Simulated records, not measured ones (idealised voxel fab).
Herein follows the process module entitled voxel gate over fins.
Xsec cut, 155 nm wide, square cell size 5 nm.
Each cross-section below is a grid of square cells, stated as bands in top-down order, with one or more rows of cells making up each band. Band: top height; bottom height; in nm. Then, left to right: material with width in nm, for each material. "everywhere": a single material spanning edge to edge. "empty": empty space. Height datum 0, below which the as-received substrate wafer is one material. Lowest band open at the bottom, running downward: "0..down". Width spec "30 to 40" -> top row of cells at first value, bottom row at second value, equal per-row change in between. The cross-section has no changed cell in any step marked "remained unchanged". Empty spaces counting at least 8 cells and having no open way to the top are listed in "Entrapped void list". The notation width x height at distance is used for each, the distance being from the left edge and all three values in nm. On a step's line, text after the settings is the simulator commenting on that step. Among the settings permitted on a step's line is "overlay nm"; applied to a step with a mask, it specifies the extent to which the mask lay to the right of its planned position, whereas a negative figure signifies a position to the left.
[Intended process steps]
1,RECEIVE | material Si
2,CONFORMAL_DEP | material SiN | thk nm 10
3,MASKED_ETCH | tone cover | mask id FINS | width nm 15 | pitch nm 55 | etch materials SiN | depth nm 10 | overlay nm 0
4,MASKED_ETCH | tone cover | mask id FINS | width nm 15 | pitch nm 55 | etch materials Si | depth nm 35 | overlay nm 0
5,FILL_DEP | material SiO2 | thk nm 15
6,CMP | height nm 10
7,DIRECTIONAL_DEP | material aC | thk nm 10
8,PATTERN | tone open | mask id RAIL | material resist | width nm 15 | thk nm 25 | overlay nm 0
9,DIRECTIONAL_ETCH | etch materials aC | depth nm 10
10,STRIP | etch materials resist
11,DIRECTIONAL_ETCH | etch materials SiO2 | depth nm 40
12,STRIP | etch materials aC
13,CONFORMAL_DEP | material TiN | thk nm 5
14,FILL_DEP | material Ru | thk nm 10
15,CMP | height nm 10
16,SELECTIVE_ETCH | etch materials W Ru TiN | depth nm 30
17,FILL_DEP | material SiO2 | thk nm 5
18,CMP | height nm 10
19,SELECTIVE_ETCH | etch materials SiO2 | depth nm 25
20,STRIP | etch materials SiN
21,CONFORMAL_DEP | material HfO2 | thk nm 5
22,CONFORMAL_DEP | material TiN | thk nm 5
23,CONFORMAL_DEP | material TiAl | thk nm 5
24,CONFORMAL_DEP | material TiN | thk nm 5
25,FILL_DEP | material W | thk nm 10
26,CMP | height nm 25
27,CONFORMAL_DEP | material SiCN | thk nm 10
[First of two wafers: run as planned]
[Shown in cross-section is the wafer as received, that is, as it stands after step 1]
0..down | Si everywhere
Entrapped void list: none
[Wafer xsec, post step 2]
10..0 | SiN everywhere
Below 0 it's all the same as before, nothing changed down there.
[Wafer xsec, post step 3]
10..0 | 15 nm empty | 15 nm SiN | 40 nm empty | 15 nm SiN | 40 nm empty | 15 nm SiN | 15 nm empty
Below 0 it's all the same as before, nothing changed down there.
[Wafer xsec, post step 4]
10..0 | 15 nm empty | 15 nm SiN | 40 nm empty | 15 nm SiN | 40 nm empty | 15 nm SiN | 15 nm empty
0..-35 | 15 nm empty | 15 nm Si | 40 nm empty | 15 nm Si | 40 nm empty | 15 nm Si | 15 nm empty
Below -35 it's all the same as before, nothing changed down there.
[Wafer xsec, post step 5]
25..10 | SiO2 everywhere
10..0 | 15 nm SiO2 | 15 nm SiN | 40 nm SiO2 | 15 nm SiN | 40 nm SiO2 | 15 nm SiN | 15 nm SiO2
0..-35 | 15 nm SiO2 | 15 nm Si | 40 nm SiO2 | 15 nm Si | 40 nm SiO2 | 15 nm Si | 15 nm SiO2
Below -35 it's all the same as before, nothing changed down there.
[Wafer xsec, post step 6]
10..0 | 15 nm SiO2 | 15 nm SiN | 40 nm SiO2 | 15 nm SiN | 40 nm SiO2 | 15 nm SiN | 15 nm SiO2
Below 0 it's all the same as before, nothing changed down there.
[Wafer xsec, post step 7]
20..10 | aC everywhere
Below 10 it's all the same as before, nothing changed down there.
[Wafer xsec, post step 8]
45..20 | 40 nm resist | 15 nm empty | 100 nm resist
Below 20 it's all the same as before, nothing changed down there.
[Wafer xsec, post step 9]
35..20 | 40 nm resist | 15 nm empty | 100 nm resist
20..10 | 40 nm aC | 15 nm empty | 100 nm aC
Below 10 it's all the same as before, nothing changed down there.
[Wafer xsec, post step 10]
20..10 | 40 nm aC | 15 nm empty | 100 nm aC
Below 10 it's all the same as before, nothing changed down there.
[Wafer xsec, post step 11]
20..10 | 40 nm aC | 15 nm empty | 100 nm aC
10..0 | 15 nm SiO2 | 15 nm SiN | 10 nm SiO2 | 15 nm empty | 15 nm SiO2 | 15 nm SiN | 40 nm SiO2 | 15 nm SiN | 15 nm SiO2
0..-30 | 15 nm SiO2 | 15 nm Si | 10 nm SiO2 | 15 nm empty | 15 nm SiO2 | 15 nm Si | 40 nm SiO2 | 15 nm Si | 15 nm SiO2
Below -30 it's all the same as before, nothing changed down there.
[Wafer xsec, post step 12]
10..0 | 15 nm SiO2 | 15 nm SiN | 10 nm SiO2 | 15 nm empty | 15 nm SiO2 | 15 nm SiN | 40 nm SiO2 | 15 nm SiN | 15 nm SiO2
Below 0 it's all the same as before, nothing changed down there.
[Wafer xsec, post step 13]
15..10 | 45 nm TiN | 5 nm empty | 105 nm TiN
10..0 | 15 nm SiO2 | 15 nm SiN | 10 nm SiO2 | 5 nm TiN | 5 nm empty | 5 nm TiN | 15 nm SiO2 | 15 nm SiN | 40 nm SiO2 | 15 nm SiN | 15 nm SiO2
0..-25 | 15 nm SiO2 | 15 nm Si | 10 nm SiO2 | 5 nm TiN | 5 nm empty | 5 nm TiN | 15 nm SiO2 | 15 nm Si | 40 nm SiO2 | 15 nm Si | 15 nm SiO2
-25..-30 | 15 nm SiO2 | 15 nm Si | 10 nm SiO2 | 15 nm TiN | 15 nm SiO2 | 15 nm Si | 40 nm SiO2 | 15 nm Si | 15 nm SiO2
Below -30 it's all the same as before, nothing changed down there.
[Wafer xsec, post step 14]
25..15 | Ru everywhere
15..10 | 45 nm TiN | 5 nm Ru | 105 nm TiN
10..0 | 15 nm SiO2 | 15 nm SiN | 10 nm SiO2 | 5 nm TiN | 5 nm Ru | 5 nm TiN | 15 nm SiO2 | 15 nm SiN | 40 nm SiO2 | 15 nm SiN | 15 nm SiO2
0..-25 | 15 nm SiO2 | 15 nm Si | 10 nm SiO2 | 5 nm TiN | 5 nm Ru | 5 nm TiN | 15 nm SiO2 | 15 nm Si | 40 nm SiO2 | 15 nm Si | 15 nm SiO2
Below -25 it's all the same as before, nothing changed down there.
[Wafer xsec, post step 15]
10..0 | 15 nm SiO2 | 15 nm SiN | 10 nm SiO2 | 5 nm TiN | 5 nm Ru | 5 nm TiN | 15 nm SiO2 | 15 nm SiN | 40 nm SiO2 | 15 nm SiN | 15 nm SiO2
Below 0 it's all the same as before, nothing changed down there.
[Wafer xsec, post step 16]
10..0 | 15 nm SiO2 | 15 nm SiN | 10 nm SiO2 | 15 nm empty | 15 nm SiO2 | 15 nm SiN | 40 nm SiO2 | 15 nm SiN | 15 nm SiO2
0..-20 | 15 nm SiO2 | 15 nm Si | 10 nm SiO2 | 15 nm empty | 15 nm SiO2 | 15 nm Si | 40 nm SiO2 | 15 nm Si | 15 nm SiO2
Below -20 it's all the same as before, nothing changed down there.
[Wafer xsec, post step 17]
15..10 | SiO2 everywhere
10..0 | 15 nm SiO2 | 15 nm SiN | 40 nm SiO2 | 15 nm SiN | 40 nm SiO2 | 15 nm SiN | 15 nm SiO2
0..-20 | 15 nm SiO2 | 15 nm Si | 40 nm SiO2 | 15 nm Si | 40 nm SiO2 | 15 nm Si | 15 nm SiO2
Below -20 it's all the same as before, nothing changed down there.
[Wafer xsec, post step 18]
10..0 | 15 nm SiO2 | 15 nm SiN | 40 nm SiO2 | 15 nm SiN | 40 nm SiO2 | 15 nm SiN | 15 nm SiO2
Below 0 it's all the same as before, nothing changed down there.
[Wafer xsec, post step 19]
10..0 | 15 nm empty | 15 nm SiN | 40 nm empty | 15 nm SiN | 40 nm empty | 15 nm SiN | 15 nm empty
0..-15 | 15 nm empty | 15 nm Si | 40 nm empty | 15 nm Si | 40 nm empty | 15 nm Si | 15 nm empty
Below -15 it's all the same as before, nothing changed down there.
[Wafer xsec, post step 20]
0..-15 | 15 nm empty | 15 nm Si | 40 nm empty | 15 nm Si | 40 nm empty | 15 nm Si | 15 nm empty
Below -15 it's all the same as before, nothing changed down there.
[Wafer xsec, post step 21]
5..0 | 10 nm empty | 25 nm HfO2 | 30 nm empty | 25 nm HfO2 | 30 nm empty | 25 nm HfO2 | 10 nm empty
0..-10 | 10 nm empty | 5 nm HfO2 | 15 nm Si | 5 nm HfO2 | 30 nm empty | 5 nm HfO2 | 15 nm Si | 5 nm HfO2 | 30 nm empty | 5 nm HfO2 | 15 nm Si | 5 nm HfO2 | 10 nm empty
-10..-15 | 15 nm HfO2 | 15 nm Si | 40 nm HfO2 | 15 nm Si | 40 nm HfO2 | 15 nm Si | 15 nm HfO2
Below -15 it's all the same as before, nothing changed down there.
[Wafer xsec, post step 22]
10..5 | 5 nm empty | 35 nm TiN | 20 nm empty | 35 nm TiN | 20 nm empty | 35 nm TiN | 5 nm empty
5..0 | 5 nm empty | 5 nm TiN | 25 nm HfO2 | 5 nm TiN | 20 nm empty | 5 nm TiN | 25 nm HfO2 | 5 nm TiN | 20 nm empty | 5 nm TiN | 25 nm HfO2 | 5 nm TiN | 5 nm empty
0..-5 | 5 nm empty | 5 nm TiN | 5 nm HfO2 | 15 nm Si | 5 nm HfO2 | 5 nm TiN | 20 nm empty | 5 nm TiN | 5 nm HfO2 | 15 nm Si | 5 nm HfO2 | 5 nm TiN | 20 nm empty | 5 nm TiN | 5 nm HfO2 | 15 nm Si | 5 nm HfO2 | 5 nm TiN | 5 nm empty
-5..-10 | 10 nm TiN | 5 nm HfO2 | 15 nm Si | 5 nm HfO2 | 30 nm TiN | 5 nm HfO2 | 15 nm Si | 5 nm HfO2 | 30 nm TiN | 5 nm HfO2 | 15 nm Si | 5 nm HfO2 | 10 nm TiN
Below -10 it's all the same as before, nothing changed down there.
[Wafer xsec, post step 23]
15..10 | 45 nm TiAl | 10 nm empty | 45 nm TiAl | 10 nm empty | 45 nm TiAl
10..5 | 5 nm TiAl | 35 nm TiN | 5 nm TiAl | 10 nm empty | 5 nm TiAl | 35 nm TiN | 5 nm TiAl | 10 nm empty | 5 nm TiAl | 35 nm TiN | 5 nm TiAl
5..0 | 5 nm TiAl | 5 nm TiN | 25 nm HfO2 | 5 nm TiN | 5 nm TiAl | 10 nm empty | 5 nm TiAl | 5 nm TiN | 25 nm HfO2 | 5 nm TiN | 5 nm TiAl | 10 nm empty | 5 nm TiAl | 5 nm TiN | 25 nm HfO2 | 5 nm TiN | 5 nm TiAl
0..-5 | 5 nm TiAl | 5 nm TiN | 5 nm HfO2 | 15 nm Si | 5 nm HfO2 | 5 nm TiN | 20 nm TiAl | 5 nm TiN | 5 nm HfO2 | 15 nm Si | 5 nm HfO2 | 5 nm TiN | 20 nm TiAl | 5 nm TiN | 5 nm HfO2 | 15 nm Si | 5 nm HfO2 | 5 nm TiN | 5 nm TiAl
Below -5 it's all the same as before, nothing changed down there.
[Wafer xsec, post step 24]
20..15 | TiN everywhere
15..10 | 45 nm TiAl | 10 nm TiN | 45 nm TiAl | 10 nm TiN | 45 nm TiAl
10..5 | 5 nm TiAl | 35 nm TiN | 5 nm TiAl | 10 nm TiN | 5 nm TiAl | 35 nm TiN | 5 nm TiAl | 10 nm TiN | 5 nm TiAl | 35 nm TiN | 5 nm TiAl
5..0 | 5 nm TiAl | 5 nm TiN | 25 nm HfO2 | 5 nm TiN | 5 nm TiAl | 10 nm TiN | 5 nm TiAl | 5 nm TiN | 25 nm HfO2 | 5 nm TiN | 5 nm TiAl | 10 nm TiN | 5 nm TiAl | 5 nm TiN | 25 nm HfO2 | 5 nm TiN | 5 nm TiAl
Below 0 it's all the same as before, nothing changed down there.
[Wafer xsec, post step 25]
30..20 | W everywhere
Below 20 it's all the same as before, nothing changed down there.
[Wafer xsec, post step 26]
25..20 | W everywhere
Below 20 it's all the same as before, nothing changed down there.
[Wafer xsec, post step 27]
35..25 | SiCN everywhere
Below 25 it's all the same as before, nothing changed down there.
[What follows concerns the second wafer, which started out like the first and was meant to follow the very same plan; one mistake crept in when it was run, but everything up to and including step 7 is the same as for the first wafer]
[Here is the second wafer in cross-section at the point where step 8 of the plan should have been done]
45..20 | 40 nm empty | 15 nm resist | 100 nm empty
Below 20 it's all the same as before, nothing changed down there.
[Here is the second wafer in cross-section at the point where step 9 of the plan should have been done]
35..20 | 40 nm empty | 15 nm resist | 100 nm empty
20..10 | 40 nm empty | 15 nm aC | 100 nm empty
Below 10 it's all the same as before, nothing changed down there.
[Here is the second wafer in cross-section at the point where step 10 of the plan should have been done]
20..10 | 40 nm empty | 15 nm aC | 100 nm empty
Below 10 it's all the same as before, nothing changed down there.
[Here is the second wafer in cross-section at the point where step 11 of the plan should have been done]
20..10 | 40 nm empty | 15 nm aC | 100 nm empty
10..0 | 15 nm empty | 15 nm SiN | 10 nm empty | 15 nm SiO2 | 15 nm empty | 15 nm SiN | 40 nm empty | 15 nm SiN | 15 nm empty
0..-30 | 15 nm empty | 15 nm Si | 10 nm empty | 15 nm SiO2 | 15 nm empty | 15 nm Si | 40 nm empty | 15 nm Si | 15 nm empty
Below -30 it's all the same as before, nothing changed down there.
[Here is the second wafer in cross-section at the point where step 12 of the plan should have been done]
10..0 | 15 nm empty | 15 nm SiN | 10 nm empty | 15 nm SiO2 | 15 nm empty | 15 nm SiN | 40 nm empty | 15 nm SiN | 15 nm empty
Below 0 it's all the same as before, nothing changed down there.
[Here is the second wafer in cross-section at the point where step 13 of the plan should have been done]
15..10 | 10 nm empty | 50 nm TiN | 5 nm empty | 25 nm TiN | 30 nm empty | 25 nm TiN | 10 nm empty
10..0 | 10 nm empty | 5 nm TiN | 15 nm SiN | 10 nm TiN | 15 nm SiO2 | 5 nm TiN | 5 nm empty | 5 nm TiN | 15 nm SiN | 5 nm TiN | 30 nm empty | 5 nm TiN | 15 nm SiN | 5 nm TiN | 10 nm empty
0..-25 | 10 nm empty | 5 nm TiN | 15 nm Si | 10 nm TiN | 15 nm SiO2 | 5 nm TiN | 5 nm empty | 5 nm TiN | 15 nm Si | 5 nm TiN | 30 nm empty | 5 nm TiN | 15 nm Si | 5 nm TiN | 10 nm empty
-25..-30 | 15 nm TiN | 15 nm Si | 10 nm TiN | 15 nm SiO2 | 15 nm TiN | 15 nm Si | 40 nm TiN | 15 nm Si | 15 nm TiN
Below -30 it's all the same as before, nothing changed down there.
[Here is the second wafer in cross-section at the point where step 14 of the plan should have been done]
25..15 | Ru everywhere
15..10 | 10 nm Ru | 50 nm TiN | 5 nm Ru | 25 nm TiN | 30 nm Ru | 25 nm TiN | 10 nm Ru
10..0 | 10 nm Ru | 5 nm TiN | 15 nm SiN | 10 nm TiN | 15 nm SiO2 | 5 nm TiN | 5 nm Ru | 5 nm TiN | 15 nm SiN | 5 nm TiN | 30 nm Ru | 5 nm TiN | 15 nm SiN | 5 nm TiN | 10 nm Ru
0..-25 | 10 nm Ru | 5 nm TiN | 15 nm Si | 10 nm TiN | 15 nm SiO2 | 5 nm TiN | 5 nm Ru | 5 nm TiN | 15 nm Si | 5 nm TiN | 30 nm Ru | 5 nm TiN | 15 nm Si | 5 nm TiN | 10 nm Ru
Below -25 it's all the same as before, nothing changed down there.
[Here is the second wafer in cross-section at the point where step 15 of the plan should have been done]
10..0 | 10 nm Ru | 5 nm TiN | 15 nm SiN | 10 nm TiN | 15 nm SiO2 | 5 nm TiN | 5 nm Ru | 5 nm TiN | 15 nm SiN | 5 nm TiN | 30 nm Ru | 5 nm TiN | 15 nm SiN | 5 nm TiN | 10 nm Ru
Below 0 it's all the same as before, nothing changed down there.
[Here is the second wafer in cross-section at the point where step 16 of the plan should have been done]
10..0 | 15 nm empty | 15 nm SiN | 10 nm empty | 15 nm SiO2 | 15 nm empty | 15 nm SiN | 40 nm empty | 15 nm SiN | 15 nm empty
0..-20 | 15 nm empty | 15 nm Si | 10 nm empty | 15 nm SiO2 | 15 nm empty | 15 nm Si | 40 nm empty | 15 nm Si | 15 nm empty
Below -20 it's all the same as before, nothing changed down there.
[Here is the second wafer in cross-section at the point where step 17 of the plan should have been done]
15..10 | SiO2 everywhere
10..0 | 15 nm SiO2 | 15 nm SiN | 40 nm SiO2 | 15 nm SiN | 40 nm SiO2 | 15 nm SiN | 15 nm SiO2
0..-20 | 15 nm SiO2 | 15 nm Si | 40 nm SiO2 | 15 nm Si | 40 nm SiO2 | 15 nm Si | 15 nm SiO2
Below -20 it's all the same as before, nothing changed down there.
[Here is the second wafer in cross-section at the point where step 18 of the plan should have been done]
10..0 | 15 nm SiO2 | 15 nm SiN | 40 nm SiO2 | 15 nm SiN | 40 nm SiO2 | 15 nm SiN | 15 nm SiO2
Below 0 it's all the same as before, nothing changed down there.
[Here is the second wafer in cross-section at the point where step 19 of the plan should have been done]
10..0 | 15 nm empty | 15 nm SiN | 40 nm empty | 15 nm SiN | 40 nm empty | 15 nm SiN | 15 nm empty
0..-15 | 15 nm empty | 15 nm Si | 40 nm empty | 15 nm Si | 40 nm empty | 15 nm Si | 15 nm empty
Below -15 it's all the same as before, nothing changed down there.
[Here is the second wafer in cross-section at the point where step 20 of the plan should have been done]
0..-15 | 15 nm empty | 15 nm Si | 40 nm empty | 15 nm Si | 40 nm empty | 15 nm Si | 15 nm empty
Below -15 it's all the same as before, nothing changed down there.
[Here is the second wafer in cross-section at the point where step 21 of the plan should have been done]
5..0 | 10 nm empty | 25 nm HfO2 | 30 nm empty | 25 nm HfO2 | 30 nm empty | 25 nm HfO2 | 10 nm empty
0..-10 | 10 nm empty | 5 nm HfO2 | 15 nm Si | 5 nm HfO2 | 30 nm empty | 5 nm HfO2 | 15 nm Si | 5 nm HfO2 | 30 nm empty | 5 nm HfO2 | 15 nm Si | 5 nm HfO2 | 10 nm empty
-10..-15 | 15 nm HfO2 | 15 nm Si | 40 nm HfO2 | 15 nm Si | 40 nm HfO2 | 15 nm Si | 15 nm HfO2
Below -15 it's all the same as before, nothing changed down there.
[Here is the second wafer in cross-section at the point where step 22 of the plan should have been done]
10..5 | 5 nm empty | 35 nm TiN | 20 nm empty | 35 nm TiN | 20 nm empty | 35 nm TiN | 5 nm empty
5..0 | 5 nm empty | 5 nm TiN | 25 nm HfO2 | 5 nm TiN | 20 nm empty | 5 nm TiN | 25 nm HfO2 | 5 nm TiN | 20 nm empty | 5 nm TiN | 25 nm HfO2 | 5 nm TiN | 5 nm empty
0..-5 | 5 nm empty | 5 nm TiN | 5 nm HfO2 | 15 nm Si | 5 nm HfO2 | 5 nm TiN | 20 nm empty | 5 nm TiN | 5 nm HfO2 | 15 nm Si | 5 nm HfO2 | 5 nm TiN | 20 nm empty | 5 nm TiN | 5 nm HfO2 | 15 nm Si | 5 nm HfO2 | 5 nm TiN | 5 nm empty
-5..-10 | 10 nm TiN | 5 nm HfO2 | 15 nm Si | 5 nm HfO2 | 30 nm TiN | 5 nm HfO2 | 15 nm Si | 5 nm HfO2 | 30 nm TiN | 5 nm HfO2 | 15 nm Si | 5 nm HfO2 | 10 nm TiN
Below -10 it's all the same as before, nothing changed down there.
[Here is the second wafer in cross-section at the point where step 23 of the plan should have been done]
15..10 | 45 nm TiAl | 10 nm empty | 45 nm TiAl | 10 nm empty | 45 nm TiAl
10..5 | 5 nm TiAl | 35 nm TiN | 5 nm TiAl | 10 nm empty | 5 nm TiAl | 35 nm TiN | 5 nm TiAl | 10 nm empty | 5 nm TiAl | 35 nm TiN | 5 nm TiAl
5..0 | 5 nm TiAl | 5 nm TiN | 25 nm HfO2 | 5 nm TiN | 5 nm TiAl | 10 nm empty | 5 nm TiAl | 5 nm TiN | 25 nm HfO2 | 5 nm TiN | 5 nm TiAl | 10 nm empty | 5 nm TiAl | 5 nm TiN | 25 nm HfO2 | 5 nm TiN | 5 nm TiAl
0..-5 | 5 nm TiAl | 5 nm TiN | 5 nm HfO2 | 15 nm Si | 5 nm HfO2 | 5 nm TiN | 20 nm TiAl | 5 nm TiN | 5 nm HfO2 | 15 nm Si | 5 nm HfO2 | 5 nm TiN | 20 nm TiAl | 5 nm TiN | 5 nm HfO2 | 15 nm Si | 5 nm HfO2 | 5 nm TiN | 5 nm TiAl
Below -5 it's all the same as before, nothing changed down there.
[Here is the second wafer in cross-section at the point where step 24 of the plan should have been done]
20..15 | TiN everywhere
15..10 | 45 nm TiAl | 10 nm TiN | 45 nm TiAl | 10 nm TiN | 45 nm TiAl
10..5 | 5 nm TiAl | 35 nm TiN | 5 nm TiAl | 10 nm TiN | 5 nm TiAl | 35 nm TiN | 5 nm TiAl | 10 nm TiN | 5 nm TiAl | 35 nm TiN | 5 nm TiAl
5..0 | 5 nm TiAl | 5 nm TiN | 25 nm HfO2 | 5 nm TiN | 5 nm TiAl | 10 nm TiN | 5 nm TiAl | 5 nm TiN | 25 nm HfO2 | 5 nm TiN | 5 nm TiAl | 10 nm TiN | 5 nm TiAl | 5 nm TiN | 25 nm HfO2 | 5 nm TiN | 5 nm TiAl
Below 0 it's all the same as before, nothing changed down there.
[Here is the second wafer in cross-section at the point where step 25 of the plan should have been done]
30..20 | W everywhere
Below 20 it's all the same as before, nothing changed down there.
[Here is the second wafer in cross-section at the point where step 26 of the plan should have been done]
25..20 | W everywhere
Below 20 it's all the same as before, nothing changed down there.
[Here is the second wafer in cross-section at the point where step 27 of the plan should have been done]
35..25 | SiCN everywhere
Below 25 it's all the same as before, nothing changed down there.
Nonconformance to the process plan: note that step 8 departed from the planned setting and was carried out as PATTERN | tone cover | mask id RAIL | material resist | width nm 15 | thk nm 25 | overlay nm 0
Counted in cells at the end, the second wafer holds more or fewer of these materials than the first: 10 more of Ru | 32 fewer of SiO2 | 22 more of TiN
